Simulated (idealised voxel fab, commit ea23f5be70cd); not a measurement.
Proc. module: voxel self aligned contacts
205 nm wide, 5 nm square cells: that's cross-section cut.
How to read a cross-section here: the picture is a grid of square cells, written as bands going from the top down, and any band can span one or more rows of cells.
Top height, bottom height, nm. Materials left to right, width each, nm. Single material + "edge to edge" = fills band edge to edge. "blank" = empty.
Ref level 0: as-received wafer is one material below here. Bottom band extends down with no lower bound ("top 0, no bottom").
Think of "30->40" as a width that walks from the first number to the second as you go down the band, top row to bottom row, taking equal-sized steps from row to row.
Step note "left unchanged" = no cross-section cell changed.
The list in "Enclosed cavity list" covers empty spaces of 8 cells or more that cannot reach the top through any open way, and it gives each as width x height at distance; the distance is from the left edge, and width, height and distance are in nm.
It should be noted that, on the line of a given step, the content following the step's settings is a remark produced by the simulator itself with respect to that step.
"overlay nm" denotes, for a step that has a mask, the displacement of the mask to the right of its planned place, with negative values corresponding to the left.

# Planned process steps
step 1: RECEIVE, material Si
step 2: CONFORMAL_DEP, material SiO2, thk nm 5
step 3: DIRECTIONAL_DEP, material polySi, thk nm 25
step 4: DIRECTIONAL_DEP, material SiN, thk nm 20
step 5: MASKED_ETCH, tone cover, mask id GATE, width nm 25, pitch nm 60, etch materials SiN, depth nm 20, overlay nm 0
step 6: MASKED_ETCH, tone cover, mask id GATE, width nm 25, pitch nm 60, etch materials polySi, depth nm 25, overlay nm 0
step 7: CONFORMAL_DEP, material SiN, thk nm 10
step 8: DIRECTIONAL_ETCH, etch materials SiN, depth nm 10
step 9: FILL_DEP, material SiO2, thk nm 10
step 10: CMP, height nm 55
step 11: DIRECTIONAL_DEP, material aC, thk nm 10
step 12: PATTERN, tone open, mask id CONTACT, material resist, width nm 35, pitch nm 60, thk nm 30, overlay nm 0
step 13: DIRECTIONAL_ETCH, etch materials aC, depth nm 10
step 14: STRIP, etch materials resist
step 15: DIRECTIONAL_ETCH, etch materials SiO2, depth nm 55
step 16: STRIP, etch materials aC
step 17: CONFORMAL_DEP, material TiN, thk nm 5
step 18: FILL_DEP, material Ru, thk nm 5
step 19: CMP, height nm 55
step 20: CONFORMAL_DEP, material SiN, thk nm 5
Variable across wafers: step 12 width nm (plan value is that of the first wafer; starting state common to all).

# The first of several wafers in cross-section, exactly as it reached us after step 1
> top 0, no bottom: Si edge to edge
> Enclosed cavity list: none

# After the module's final step, step 20: the first of several wafers in cross-section
> top 60, bottom 55: SiN edge to edge
> top 55, bottom 50: 55 nm SiO2 | 15 nm TiN | 5 nm Ru | 15 nm TiN | 25 nm SiO2 | 15 nm TiN | 5 nm Ru | 15 nm TiN | 55 nm SiO2
> top 50, bottom 30: 20 nm SiO2 | 45 nm SiN | 5 nm TiN | 5 nm Ru | 5 nm TiN | 45 nm SiN | 5 nm TiN | 5 nm Ru | 5 nm TiN | 45 nm SiN | 20 nm SiO2
> top 30, bottom 5: 20 nm SiO2 | 10 nm SiN | 25 nm polySi | 10 nm SiN | 5 nm TiN | 5 nm Ru | 5 nm TiN | 10 nm SiN | 25 nm polySi | 10 nm SiN | 5 nm TiN | 5 nm Ru | 5 nm TiN | 10 nm SiN | 25 nm polySi | 10 nm SiN | 20 nm SiO2
> top 5, bottom 0: 65 nm SiO2 | 15 nm TiN | 45 nm SiO2 | 15 nm TiN | 65 nm SiO2
> top 0, no bottom: Si edge to edge
> Enclosed cavity list: none

# A cross-section through the last wafer at the close of the module
> top 60, bottom 55: SiN edge to edge
> top 55, bottom 50: 50 nm SiO2 | 20 nm TiN | 5 nm Ru | 20 nm TiN | 15 nm SiO2 | 20 nm TiN | 5 nm Ru | 20 nm TiN | 50 nm SiO2
> top 50, bottom 30: 20 nm SiO2 | 45 nm SiN | 5 nm TiN | 5 nm Ru | 5 nm TiN | 45 nm SiN | 5 nm TiN | 5 nm Ru | 5 nm TiN | 45 nm SiN | 20 nm SiO2
> top 30, bottom 5: 20 nm SiO2 | 10 nm SiN | 25 nm polySi | 10 nm SiN | 5 nm TiN | 5 nm Ru | 5 nm TiN | 10 nm SiN | 25 nm polySi | 10 nm SiN | 5 nm TiN | 5 nm Ru | 5 nm TiN | 10 nm SiN | 25 nm polySi | 10 nm SiN | 20 nm SiO2
> top 5, bottom 0: 65 nm SiO2 | 15 nm TiN | 45 nm SiO2 | 15 nm TiN | 65 nm SiO2
> top 0, no bottom: Si edge to edge
> Enclosed cavity list: none

# End of module, by wafer: material-by-material cell gain (+) or loss (-) since receipt, then closed voids
width nm 35; +20 Ru; +209 SiN; +134 SiO2; +54 TiN; +75 polySi; Enclosed cavity list: none
width nm 40; +20 Ru; +209 SiN; +132 SiO2; +56 TiN; +75 polySi; Enclosed cavity list: none
width nm 45; +20 Ru; +209 SiN; +130 SiO2; +58 TiN; +75 polySi; Enclosed cavity list: none
